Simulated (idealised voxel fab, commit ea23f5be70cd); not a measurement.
Presented below is a process module, voxel tone inversion.
This is section cut - it's 160 nm across, gridded in 5 nm square cells.
For the purposes of this document, a cross-section shall be understood as a grid of square cells, specified as bands listed in top-to-bottom order, each band consisting of one or more rows of cells. Heights first: top, then bottom, in nm. Then materials, left to right, each with a width in nm. "full width" on a single material: fills the band edge to edge. "air": empty space. Measure heights from 0. That's the level where, below it, the as-received wafer is all one material. The lowest band is bottomless and extends downward; write it as in "0 nm and below". When a width is written as two numbers, as in "30 to 40", the first number is the width in the top row of cells of the band and the second is the width in its bottom row, and the width changes by the same amount from each row to the next. "no change", as given for a step, is the statement that not any cell of the cross-section underwent a change during that step. Empty spaces counting at least 8 cells and having no open way to the top are listed in "Closed void table". The notation width x height at distance is used for each, the distance being from the left edge and all three values in nm. Anything after a step's settings on that line? It's the simulator's own note about the step. Regarding "overlay nm": on a step with a mask, it is the distance the mask lay to the right of its planned place; a negative value places it to the left.

BELOW IS THE LIST OF PLANNED PROCESS STEPS
- 1: RECEIVE [material Si]
- 2: CONFORMAL_DEP [material SiCN] [thk nm 5]
- 3: DIRECTIONAL_DEP [material aC] [thk nm 25]
- 4: PATTERN [tone cover] [mask id POSTS] [material resist] [width nm 25] [pitch nm 40] [thk nm 30] [overlay nm 0]
- 5: DIRECTIONAL_ETCH [etch materials aC] [depth nm 25]
- 6: STRIP [etch materials resist]
- 7: FILL_DEP [material SiO2] [thk nm 5]
- 8: CMP [height nm 30]
- 9: STRIP [etch materials aC]

WAFER CROSS-SECTION ON RECEIPT, I.E. AFTER STEP 1
    0 nm and below | Si full width
    Closed void table: none

LOOKING AT THE FIRST OF TWO WAFERS IN CROSS-SECTION AT END OF MODULE - RAN TO PLAN
    30 nm to 5 nm | SiO2 25 nm | air 25 nm | SiO2 15 nm | air 25 nm | SiO2 15 nm | air 25 nm | SiO2 30 nm
    5 nm to 0 nm | SiCN full width
    0 nm and below | Si full width
    Closed void table: none

MODULE END: CROSS-SECTION OF WAFER TWO OF TWO. SAME START AND PROCESS PLAN AS THE FIRST WAFER. ONE MISTAKE DURING EXECUTION
    25 nm to 5 nm | SiO2 25 nm | air 25 nm | SiO2 15 nm | air 25 nm | SiO2 15 nm | air 25 nm | SiO2 30 nm
    5 nm to 0 nm | SiCN full width
    0 nm and below | Si full width
    Closed void table: none
Plan not followed: step 8 ran with different settings than intended, the actual operation and settings being CMP [height nm 25]
Final cells, second wafer relative to first, materials higher or lower: 17 fewer of SiO2
